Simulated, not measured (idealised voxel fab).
A process module follows: voxel wiring stack.
Square cells of 5 nm make up the cross-section cut, whose width is 215 nm.
Square cells in a grid make up a cross-section in this document, and the grid is given as bands, listed from the top down, each one or more rows of cells.
A band entry consists of two parts. The first gives the height of the band's top and the height of its bottom, in nm. The rest lists the band's materials from left to right, each with its width in nm. A single material labelled with the word "full width" fills the band from edge to edge, and the word "empty" marks empty space.
Heights are measured from 0, the level below which the as-received wafer is all one material; the lowest band has no bottom and continues downward, written as in "0 and below".
Think of "30->40" as a width that walks from the first number to the second as you go down the band, top row to bottom row, taking equal-sized steps from row to row.
"nothing changed", as given for a step, is the statement that not any cell of the cross-section underwent a change during that step.
The list in "Fully enclosed voids" covers empty spaces of 8 cells or more that cannot reach the top through any open way, and it gives each as width x height at distance; the distance is from the left edge, and width, height and distance are in nm.
It should be noted that, on the line of a given step, the content following the step's settings is a remark produced by the simulator itself with respect to that step.
overlay nm: for a step with a mask, the amount by which the mask lay right of where it was planned; a negative amount means left of it.

Set out below are the planned steps of the process:
1,RECEIVE with material Si
2,CONFORMAL_DEP with material SiO2, thk nm 10
3,CONFORMAL_DEP with material SiN, thk nm 5
4,DIRECTIONAL_DEP with material SiO2, thk nm 20
5,PATTERN with tone open, mask id METAL_1, material resist, width nm 30, pitch nm 50, thk nm 15, overlay nm 0
6,DIRECTIONAL_ETCH with etch materials SiO2, depth nm 20
7,DIRECTIONAL_ETCH with etch materials SiN, depth nm 5
8,STRIP with etch materials resist
9,CONFORMAL_DEP with material TiN, thk nm 5
10,FILL_DEP with material W, thk nm 5
11,CMP with height nm 35
12,CONFORMAL_DEP with material SiCN, thk nm 5
13,DIRECTIONAL_DEP with material SiO2, thk nm 10
14,DIRECTIONAL_DEP with material aC, thk nm 15
15,PATTERN with tone open, mask id PLUG_1, material resist, width nm 15, pitch nm 100, thk nm 35, overlay nm 0
16,DIRECTIONAL_ETCH with etch materials aC, depth nm 15
17,STRIP with etch materials resist
18,DIRECTIONAL_ETCH with etch materials SiO2, depth nm 10
19,DIRECTIONAL_ETCH with etch materials SiCN, depth nm 5
20,STRIP with etch materials aC
21,EPI with material Ru, thk nm 10
22,EPI with material Ru, thk nm 5
23,DIRECTIONAL_DEP with material TiN, thk nm 5
24,DIRECTIONAL_DEP with material Ru, thk nm 25
25,PATTERN with tone cover, mask id METAL_2, material resist, width nm 30, pitch nm 50, thk nm 15, overlay nm 0
26,DIRECTIONAL_ETCH with etch materials Ru, depth nm 25
27,DIRECTIONAL_ETCH with etch materials TiN, depth nm 5
28,STRIP with etch materials resist
29,CONFORMAL_DEP with material SiN, thk nm 5
30,FILL_DEP with material SiO2, thk nm 5
31,CMP with height nm 80
32,CONFORMAL_DEP with material SiCN, thk nm 5
33,DIRECTIONAL_DEP with material lowk, thk nm 25
34,DIRECTIONAL_DEP with material aC, thk nm 10
35,PATTERN with tone open, mask id METAL_3_HOLES, material resist, width nm 15, pitch nm 50, thk nm 30, overlay nm 0
36,DIRECTIONAL_ETCH with etch materials aC, depth nm 10
37,STRIP with etch materials resist
38,DIRECTIONAL_ETCH with etch materials lowk, depth nm 25
39,STRIP with etch materials aC
40,DIRECTIONAL_DEP with material aC, thk nm 15
41,PATTERN with tone open, mask id METAL_3, material resist, width nm 30, pitch nm 50, thk nm 35, overlay nm 0
42,DIRECTIONAL_ETCH with etch materials aC, depth nm 15
43,STRIP with etch materials resist
44,DIRECTIONAL_ETCH with etch materials lowk, depth nm 15
45,DIRECTIONAL_ETCH with etch materials SiCN, depth nm 5
46,STRIP with etch materials aC
47,CONFORMAL_DEP with material TiN, thk nm 5
48,FILL_DEP with material Cu, thk nm 10
49,CMP with height nm 110
50,CONFORMAL_DEP with material SiCN, thk nm 5
51,DIRECTIONAL_DEP with material lowk, thk nm 15
52,PATTERN with tone open, mask id PLUG_3, material resist, width nm 15, pitch nm 50, thk nm 20, overlay nm 0
53,DIRECTIONAL_ETCH with etch materials lowk, depth nm 15
54,DIRECTIONAL_ETCH with etch materials SiCN, depth nm 5
55,STRIP with etch materials resist
56,CONFORMAL_DEP with material TiN, thk nm 5
57,FILL_DEP with material Ru, thk nm 5
58,CMP with height nm 130
59,CONFORMAL_DEP with material SiCN, thk nm 5
60,DIRECTIONAL_DEP with material SiO2, thk nm 25
61,MASKED_ETCH with tone open, mask id METAL_4, width nm 30, pitch nm 50, etch materials SiO2, depth nm 25, overlay nm 0
62,MASKED_ETCH with tone open, mask id METAL_4, width nm 30, pitch nm 50, etch materials SiCN, depth nm 5, overlay nm 0
63,CONFORMAL_DEP with material TiN, thk nm 5
64,FILL_DEP with material Cu, thk nm 10
65,CMP with height nm 160
66,EPI with material Ru, thk nm 5
67,FILL_DEP with material SiCN, thk nm 5

Incoming wafer, cross-sectional view, post step 1:
* 0 and below | Si full width
* Fully enclosed voids: none

First of two wafers, end-of-module section, run followed plan:
* 170 down to 165 | SiCN full width
* 165 down to 160 | SiCN 35 nm, Ru 40 nm, SiCN 10 nm, Ru 40 nm, SiCN 10 nm, Ru 40 nm, SiCN 40 nm
* 160 down to 135 | SiO2 40 nm, TiN 5 nm, Cu 20 nm, TiN 5 nm, SiO2 20 nm, TiN 5 nm, Cu 20 nm, TiN 5 nm, SiO2 20 nm, TiN 5 nm, Cu 20 nm, TiN 5 nm, SiO2 45 nm
* 135 down to 130 | SiCN 40 nm, TiN 30 nm, SiCN 20 nm, TiN 30 nm, SiCN 20 nm, TiN 30 nm, SiCN 45 nm
* 130 down to 115 | lowk 40 nm, TiN 5 nm, Ru 5 nm, TiN 5 nm, lowk 35 nm, TiN 5 nm, Ru 5 nm, TiN 5 nm, lowk 35 nm, TiN 5 nm, Ru 5 nm, TiN 5 nm, lowk 60 nm
* 115 down to 110 | SiCN 40 nm, TiN 15 nm, SiCN 35 nm, TiN 15 nm, SiCN 35 nm, TiN 15 nm, SiCN 60 nm
* 110 down to 100 | lowk 40 nm, TiN 5 nm, Cu 20 nm, TiN 5 nm, lowk 20 nm, TiN 5 nm, Cu 20 nm, TiN 5 nm, lowk 20 nm, TiN 5 nm, Cu 20 nm, TiN 5 nm, lowk 45 nm
* 100 down to 95 | lowk 40 nm, TiN 5 nm, Cu 5 nm, TiN 20 nm, lowk 20 nm, TiN 5 nm, Cu 5 nm, TiN 20 nm, lowk 20 nm, TiN 5 nm, Cu 5 nm, TiN 20 nm, lowk 45 nm
* 95 down to 85 | lowk 40 nm, TiN 5 nm, Cu 5 nm, TiN 5 nm, lowk 35 nm, TiN 5 nm, Cu 5 nm, TiN 5 nm, lowk 35 nm, TiN 5 nm, Cu 5 nm, TiN 5 nm, lowk 60 nm
* 85 down to 80 | SiCN 40 nm, TiN 15 nm, SiCN 35 nm, TiN 15 nm, SiCN 35 nm, TiN 15 nm, SiCN 60 nm
* 80 down to 55 | SiO2 35 nm, SiN 5 nm, Ru 30 nm, SiN 5 nm, SiO2 10 nm, SiN 5 nm, Ru 30 nm, SiN 5 nm, SiO2 10 nm, SiN 5 nm, Ru 30 nm, SiN 5 nm, SiO2 40 nm
* 55 down to 50 | SiN 40 nm, TiN 30 nm, SiN 20 nm, TiN 30 nm, SiN 20 nm, TiN 30 nm, SiN 45 nm
* 50 down to 40 | SiO2 40 nm, Ru 15 nm, SiO2 85 nm, Ru 15 nm, SiO2 60 nm
* 40 down to 35 | SiCN 40 nm, Ru 15 nm, SiCN 85 nm, Ru 15 nm, SiCN 60 nm
* 35 down to 15 | SiO2 40 nm, TiN 5 nm, W 20 nm, TiN 5 nm, SiO2 20 nm, TiN 5 nm, W 20 nm, TiN 5 nm, SiO2 20 nm, TiN 5 nm, W 20 nm, TiN 5 nm, SiO2 45 nm
* 15 down to 10 | SiN 40 nm, TiN 30 nm, SiN 20 nm, TiN 30 nm, SiN 20 nm, TiN 30 nm, SiN 45 nm
* 10 down to 0 | SiO2 full width
* 0 and below | Si full width
* Fully enclosed voids: none

second wafer at the end: like start, like plan, one mistake:
* 170 down to 165 | SiCN full width
* 165 down to 160 | SiCN 35 nm, Ru 40 nm, SiCN 10 nm, Ru 40 nm, SiCN 10 nm, Ru 40 nm, SiCN 40 nm
* 160 down to 135 | SiO2 40 nm, TiN 5 nm, Cu 20 nm, TiN 5 nm, SiO2 20 nm, TiN 5 nm, Cu 20 nm, TiN 5 nm, SiO2 20 nm, TiN 5 nm, Cu 20 nm, TiN 5 nm, SiO2 45 nm
* 135 down to 130 | SiCN 40 nm, TiN 30 nm, SiCN 20 nm, TiN 30 nm, SiCN 20 nm, TiN 30 nm, SiCN 45 nm
* 130 down to 115 | lowk 40 nm, TiN 5 nm, Ru 5 nm, TiN 5 nm, lowk 35 nm, TiN 5 nm, Ru 5 nm, TiN 5 nm, lowk 35 nm, TiN 5 nm, Ru 5 nm, TiN 5 nm, lowk 60 nm
* 115 down to 110 | SiCN 40 nm, TiN 15 nm, SiCN 35 nm, TiN 15 nm, SiCN 35 nm, TiN 15 nm, SiCN 60 nm
* 110 down to 100 | lowk 40 nm, TiN 5 nm, Cu 20 nm, TiN 5 nm, lowk 20 nm, TiN 5 nm, Cu 20 nm, TiN 5 nm, lowk 20 nm, TiN 5 nm, Cu 20 nm, TiN 5 nm, lowk 45 nm
* 100 down to 95 | lowk 40 nm, TiN 5 nm, Cu 5 nm, TiN 20 nm, lowk 20 nm, TiN 5 nm, Cu 5 nm, TiN 20 nm, lowk 20 nm, TiN 5 nm, Cu 5 nm, TiN 20 nm, lowk 45 nm
* 95 down to 85 | lowk 40 nm, TiN 5 nm, Cu 5 nm, TiN 5 nm, lowk 35 nm, TiN 5 nm, Cu 5 nm, TiN 5 nm, lowk 35 nm, TiN 5 nm, Cu 5 nm, TiN 5 nm, lowk 60 nm
* 85 down to 80 | SiCN 40 nm, TiN 15 nm, SiCN 35 nm, TiN 15 nm, SiCN 35 nm, TiN 15 nm, SiCN 60 nm
* 80 down to 65 | SiO2 35 nm, SiN 5 nm, Ru 30 nm, SiN 5 nm, SiO2 10 nm, SiN 5 nm, Ru 30 nm, SiN 5 nm, SiO2 10 nm, SiN 5 nm, Ru 30 nm, SiN 5 nm, SiO2 40 nm
* 65 down to 60 | SiO2 25 nm, SiN 15 nm, TiN 25 nm, Ru 5 nm, SiN 5 nm, SiO2 10 nm, SiN 5 nm, Ru 30 nm, SiN 20 nm, TiN 25 nm, Ru 5 nm, SiN 5 nm, SiO2 40 nm
* 60 down to 55 | SiO2 25 nm, SiN 5 nm, Ru 40 nm, SiN 5 nm, SiO2 10 nm, SiN 5 nm, Ru 30 nm, SiN 10 nm, Ru 40 nm, SiN 5 nm, SiO2 40 nm
* 55 down to 50 | SiN 30 nm, Ru 35 nm, TiN 5 nm, SiN 20 nm, TiN 30 nm, SiN 10 nm, Ru 35 nm, TiN 5 nm, SiN 45 nm
* 50 down to 40 | SiO2 40 nm, Ru 15 nm, SiO2 85 nm, Ru 15 nm, SiO2 60 nm
* 40 down to 35 | SiCN 40 nm, Ru 15 nm, SiCN 85 nm, Ru 15 nm, SiCN 60 nm
* 35 down to 15 | SiO2 40 nm, TiN 5 nm, W 20 nm, TiN 5 nm, SiO2 20 nm, TiN 5 nm, W 20 nm, TiN 5 nm, SiO2 20 nm, TiN 5 nm, W 20 nm, TiN 5 nm, SiO2 45 nm
* 15 down to 10 | SiN 40 nm, TiN 30 nm, SiN 20 nm, TiN 30 nm, SiN 20 nm, TiN 30 nm, SiN 45 nm
* 10 down to 0 | SiO2 full width
* 0 and below | Si full width
* Fully enclosed voids: none
Where did the run depart from the plan? in the plan, step 21 was performed twice
FYI, end of process, the second wafer has more or fewer cells of some materials than the first: +8 Ru | -8 SiO2
